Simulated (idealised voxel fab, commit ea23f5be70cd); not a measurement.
Module name: voxel capacitor over wiring (process module)
For reference, the cross-section in this document is cut, with width 230 nm and square cells of 5 nm.
Cross-sections here: square-cell grids, written as top-down lists of bands, a band being one or more rows of cells.
Each band's line starts with the height of the band's top and of its bottom, in nm. Then come its materials from left to right, each with its width in nm. One material with "edge to edge" fills the band from edge to edge. "empty" is empty space.
Height datum 0, below which the as-received substrate wafer is one material. Lowest band open at the bottom, running downward: "z 0 and below".
Read "30 to 40" as a graded width: first number on top, second number at the bottom, same change between each pair of neighbouring rows.
"remained unchanged" for a step: no cell of the cross-section changed in that step.
Enclosed voids (no open way to top), threshold 8 cells or more, entry "Closed void listing", notation width x height at distance, distance from left edge, nm.
Post-settings text on a step line: simulator's own remark regarding the step.
overlay nm: for a step with a mask, the amount by which the mask lay right of where it was planned; a negative amount means left of it.

Set out below are the planned steps of the process:
1,RECEIVE | material Si
2,CONFORMAL_DEP | material SiO2 | thk nm 15
3,DIRECTIONAL_DEP | material TiN | thk nm 5
4,DIRECTIONAL_DEP | material Ru | thk nm 20
5,PATTERN | tone cover | mask id METAL_1 | material resist | width nm 30 | pitch nm 80 | thk nm 20 | overlay nm 0
6,DIRECTIONAL_ETCH | etch materials Ru | depth nm 20
7,DIRECTIONAL_ETCH | etch materials TiN | depth nm 5
8,STRIP | etch materials resist
9,CONFORMAL_DEP | material SiN | thk nm 5
10,FILL_DEP | material lowk | thk nm 10
11,CMP | height nm 40
12,CONFORMAL_DEP | material SiCN | thk nm 5
13,DIRECTIONAL_DEP | material lowk | thk nm 15
14,MASKED_ETCH | tone open | mask id PLUG_1 | width nm 15 | etch materials lowk | depth nm 15 | overlay nm 0
15,MASKED_ETCH | tone open | mask id PLUG_1 | width nm 15 | etch materials SiCN | depth nm 5 | overlay nm 0
16,CONFORMAL_DEP | material TiN | thk nm 5
17,FILL_DEP | material W | thk nm 5
18,CMP | height nm 60
19,DIRECTIONAL_DEP | material TiN | thk nm 5
20,DIRECTIONAL_DEP | material HfO2 | thk nm 5
21,DIRECTIONAL_DEP | material TiN | thk nm 5
22,PATTERN | tone cover | mask id UPPER_PLATE | material resist | width nm 55 | thk nm 20 | overlay nm 0
23,DIRECTIONAL_ETCH | etch materials TiN | depth nm 5
24,DIRECTIONAL_ETCH | etch materials HfO2 | depth nm 5
25,STRIP | etch materials resist
26,DIRECTIONAL_DEP | material aC | thk nm 15
27,PATTERN | tone cover | mask id LOWER_PLATE | material resist | width nm 65 | thk nm 30 | overlay nm 0
28,DIRECTIONAL_ETCH | etch materials aC | depth nm 15
29,STRIP | etch materials resist
30,DIRECTIONAL_ETCH | etch materials TiN | depth nm 5
31,STRIP | etch materials aC
32,FILL_DEP | material SiO2 | thk nm 15
33,CMP | height nm 85
34,DIRECTIONAL_DEP | material aC | thk nm 10
35,PATTERN | tone open | mask id PLUG_2 | material resist | width nm 15 | thk nm 30 | overlay nm 0
36,DIRECTIONAL_ETCH | etch materials aC | depth nm 10
37,STRIP | etch materials resist
38,DIRECTIONAL_ETCH | etch materials SiO2 | depth nm 10
39,STRIP | etch materials aC
40,CONFORMAL_DEP | material TiN | thk nm 5
41,FILL_DEP | material W | thk nm 10
42,CMP | height nm 85
43,CONFORMAL_DEP | material SiCN | thk nm 5

Wafer cross-section on receipt, i.e. after step 1:
- z 0 and below = Si edge to edge
- Closed void listing: none

Look at the cross-section after the module: the wafer started out the way shown above and the plan was the one shown above, yet one mistake was made along the way:
- z 105 to 100 = SiCN edge to edge
- z 100 to 90 = W edge to edge
- z 90 to 85 = 90 nm TiN; 5 nm W; 135 nm TiN
- z 85 to 80 = 85 nm SiO2; 5 nm TiN; 5 nm W; 5 nm TiN; 130 nm SiO2
- z 80 to 70 = 85 to 75 nm SiO2; 15 to 55 nm TiN; 130 to 100 nm SiO2
- z 70 to 65 = 75 nm SiO2; 55 nm HfO2; 100 nm SiO2
- z 65 to 60 = 70 nm SiO2; 65 nm TiN; 95 nm SiO2
- z 60 to 45 = 75 nm lowk; 5 nm TiN; 5 nm W; 5 nm TiN; 140 nm lowk
- z 45 to 40 = 75 nm SiCN; 15 nm TiN; 140 nm SiCN
- z 40 to 20 = 55 nm lowk; 5 nm SiN; 30 nm Ru; 5 nm SiN; 40 nm lowk; 5 nm SiN; 30 nm Ru; 5 nm SiN; 55 nm lowk
- z 20 to 15 = 60 nm SiN; 30 nm TiN; 50 nm SiN; 30 nm TiN; 60 nm SiN
- z 15 to 0 = SiO2 edge to edge
- z 0 and below = Si edge to edge
- Closed void listing: none
So what did we get wrong on this run? heads up, step 42 of the plan was skipped and never actually ran
